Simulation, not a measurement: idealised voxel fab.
Module name: voxel capacitor over wiring (process module)
Square cell edge 5 nm, section width 215 nm, ID cut.
Reading order for cross-sections: top band down to bottom band. Underlying form: a grid of square cells. Band size: one or more rows of cells. Quick guide to a band line: top height, bottom height (nm) up front; then every material left to right with its width in nm. Only one material and it's marked "full width"? Then it fills the band edge to edge. And "empty" just means empty space. Height reference: 0 = level under which incoming wafer is all one material. Lowest band: no bottom, runs on downward, e.g. "from 0 down". Width: "30->40" (first number = top row, second number = bottom row, same change from row to row of cells). "no modification" means the step left every cell of the cross-section as it was. Closed empty spaces (no open way to the top) of 8 cells or more are what "Closed empty spaces" lists, each as width x height at distance from the left edge, nm for all three. On each step's line, the part that comes after the settings is the simulator's own comment on the step. overlay nm: right-of-plan distance of the mask on a masked step; negative values mean left-of-plan.
## Steps planned for the process
1. RECEIVE,material Si
2. CONFORMAL_DEP,material SiO2,thk nm 15
3. CONFORMAL_DEP,material SiCN,thk nm 5
4. DIRECTIONAL_DEP,material SiO2,thk nm 20
5. MASKED_ETCH,tone open,mask id METAL_1,width nm 30,pitch nm 80,etch materials SiO2,depth nm 20,overlay nm 0
6. MASKED_ETCH,tone open,mask id METAL_1,width nm 30,pitch nm 80,etch materials SiCN,depth nm 5,overlay nm 0
7. CONFORMAL_DEP,material TiN,thk nm 5
8. FILL_DEP,material Cu,thk nm 10
9. CMP,height nm 40
10. CONFORMAL_DEP,material SiCN,thk nm 5
11. DIRECTIONAL_DEP,material lowk,thk nm 15
12. MASKED_ETCH,tone open,mask id PLUG_1,width nm 15,etch materials lowk,depth nm 15,overlay nm 0
13. MASKED_ETCH,tone open,mask id PLUG_1,width nm 15,etch materials SiCN,depth nm 5,overlay nm 0
14. CONFORMAL_DEP,material TiN,thk nm 5
15. FILL_DEP,material W,thk nm 10
16. CMP,height nm 60
17. DIRECTIONAL_DEP,material TiN,thk nm 10
18. DIRECTIONAL_DEP,material HfO2,thk nm 5
19. DIRECTIONAL_DEP,material TiN,thk nm 5
20. MASKED_ETCH,tone cover,mask id UPPER_PLATE,width nm 55,etch materials TiN,depth nm 5,overlay nm 0
21. MASKED_ETCH,tone cover,mask id UPPER_PLATE,width nm 55,etch materials HfO2,depth nm 5,overlay nm 0
22. MASKED_ETCH,tone cover,mask id LOWER_PLATE,width nm 65,etch materials TiN,depth nm 10,overlay nm 0
23. FILL_DEP,material SiO2,thk nm 20
24. CMP,height nm 95
25. MASKED_ETCH,tone open,mask id PLUG_2,width nm 15,etch materials SiO2,depth nm 15,overlay nm 0
26. CONFORMAL_DEP,material TiN,thk nm 5
27. FILL_DEP,material Cu,thk nm 10
28. CMP,height nm 95
29. CONFORMAL_DEP,material SiCN,thk nm 5
## Cross-section of the incoming wafer, state after step 1
	from 0 down: Si full width
	Closed empty spaces: none
## First wafer of two, sectioned at end of module; run went per plan
	from 100 to 95: SiCN full width
	from 95 to 85: 75 SiO2, 5 TiN, 5 Cu, 5 TiN, 125 SiO2
	from 85 to 75: 75->65 SiO2, 15->55 TiN, 125->95 SiO2
	from 75 to 70: 65 SiO2, 55 HfO2, 95 SiO2
	from 70 to 60: 60 SiO2, 65 TiN, 90 SiO2
	from 60 to 45: 65 lowk, 5 TiN, 5 W, 5 TiN, 135 lowk
	from 45 to 40: 65 SiCN, 15 TiN, 135 SiCN
	from 40 to 20: 50 SiO2, 5 TiN, 20 Cu, 5 TiN, 50 SiO2, 5 TiN, 20 Cu, 5 TiN, 55 SiO2
	from 20 to 15: 50 SiCN, 30 TiN, 50 SiCN, 30 TiN, 55 SiCN
	from 15 to 0: SiO2 full width
	from 0 down: Si full width
	Closed empty spaces: none
## Second wafer through the module, sectioned at the end: same beginning and same plan as the first wafer, with one mistake in carrying it out
	from 100 to 95: SiCN full width
	from 95 to 85: 75 SiO2, 5 TiN, 5 Cu, 5 TiN, 125 SiO2
	from 85 to 75: 75->65 SiO2, 15->55 TiN, 125->95 SiO2
	from 75 to 70: 65 SiO2, 55 HfO2, 95 SiO2
	from 70 to 60: 60 SiO2, 65 TiN, 90 SiO2
	from 60 to 45: 65 lowk, 5 TiN, 5 W, 5 TiN, 135 lowk
	from 45 to 40: 65 SiCN, 15 TiN, 135 SiCN
	from 40 to 35: 50 SiCN, 30 TiN, 50 SiCN, 30 TiN, 55 SiCN
	from 35 to 0: SiO2 full width
	from 0 down: Si full width
	Closed empty spaces: none
Want to know what went wrong? plan vs actual: 3 and 4 interchanged
Cell-count delta at end, second wafer over first, by material: -32 Cu; +48 SiO2; -16 TiN
